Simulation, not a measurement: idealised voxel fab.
Title: Process Module voxel ribs on slabs
Square cells of 5 nm make up the cross-section cut, whose width is 275 nm.
A cross-section in this document is a grid of square cells, and it is written down as bands, the top band listed before the ones below it; a band is made up of one or more rows of cells.
Within each band entry, the heights of the top and of the bottom of the band appear first, in that order and in nm; the materials of the band then follow from left to right, each with its corresponding width in nm. The designation "full width" on a single material indicates that it fills the band from edge to edge; the designation "blank" indicates empty space.
Where do heights start? At 0: under that level the wafer as delivered is made of one material only. And the lowest band has no floor; it just carries on downward, as in "from 0 down".
Width spec "30 to 40" -> top row of cells at first value, bottom row at second value, equal per-row change in between.
The designation "everything unchanged", where it is given for a processing step, indicates that no cell of the cross-section was altered in the course of that step.
What "Closed void table" gives you is every empty space of 8 cells or more that is cut off from the top. Each appears as width x height at distance, with the distance taken from the left edge and width, height and distance all in nm.
Text after the settings on a step's line: the simulator's own remark on that step.
"overlay nm", when on a step's line for a step with a mask, measures how far to the right of its planned place the mask lay; a negative measure means to the left.
So here's the lineup of process steps we planned:
1. RECEIVE with material Si
2. DIRECTIONAL_DEP with material SiO2, thk nm 20
3. DIRECTIONAL_DEP with material SiN, thk nm 15
4. PATTERN with tone cover, mask id RIB, material resist, width nm 25, thk nm 20, overlay nm 0
5. DIRECTIONAL_ETCH with etch materials SiN, depth nm 10
6. STRIP with etch materials resist
7. DIRECTIONAL_DEP with material aC, thk nm 10
8. PATTERN with tone cover, mask id SLAB, material resist, width nm 75, thk nm 25, overlay nm 0
9. DIRECTIONAL_ETCH with etch materials aC, depth nm 10
10. STRIP with etch materials resist
11. DIRECTIONAL_ETCH with etch materials SiN, depth nm 5
12. STRIP with etch materials aC
13. FILL_DEP with material SiO2, thk nm 30
14. CMP with height nm 55
15. DIRECTIONAL_DEP with material TiN, thk nm 10
16. PATTERN with tone cover, mask id HEATER, material resist, width nm 35, thk nm 15, overlay nm 0
17. DIRECTIONAL_ETCH with etch materials TiN, depth nm 10
18. STRIP with etch materials resist
19. CONFORMAL_DEP with material SiN, thk nm 5
Cross-section, incoming material, after step 1:
> from 0 down | Si full width
> Closed void table: none
Post-module cross-section: identical start and plan to those above, one misstep in execution:
> from 60 to 55 | blank=115 / SiN=45 / blank=115
> from 55 to 50 | blank=115 / SiN=5 / TiN=35 / SiN=5 / blank=115
> from 50 to 45 | SiN=120 / TiN=35 / SiN=120
> from 45 to 35 | SiO2 full width
> from 35 to 25 | SiO2=125 / SiN=25 / SiO2=125
> from 25 to 20 | SiO2=100 / SiN=75 / SiO2=100
> from 20 to 0 | SiO2 full width
> from 0 down | Si full width
> Closed void table: none
Misprocessing identified: it should be noted that step 14 was executed with settings other than those planned, the operation and settings actually applied being CMP with height nm 45
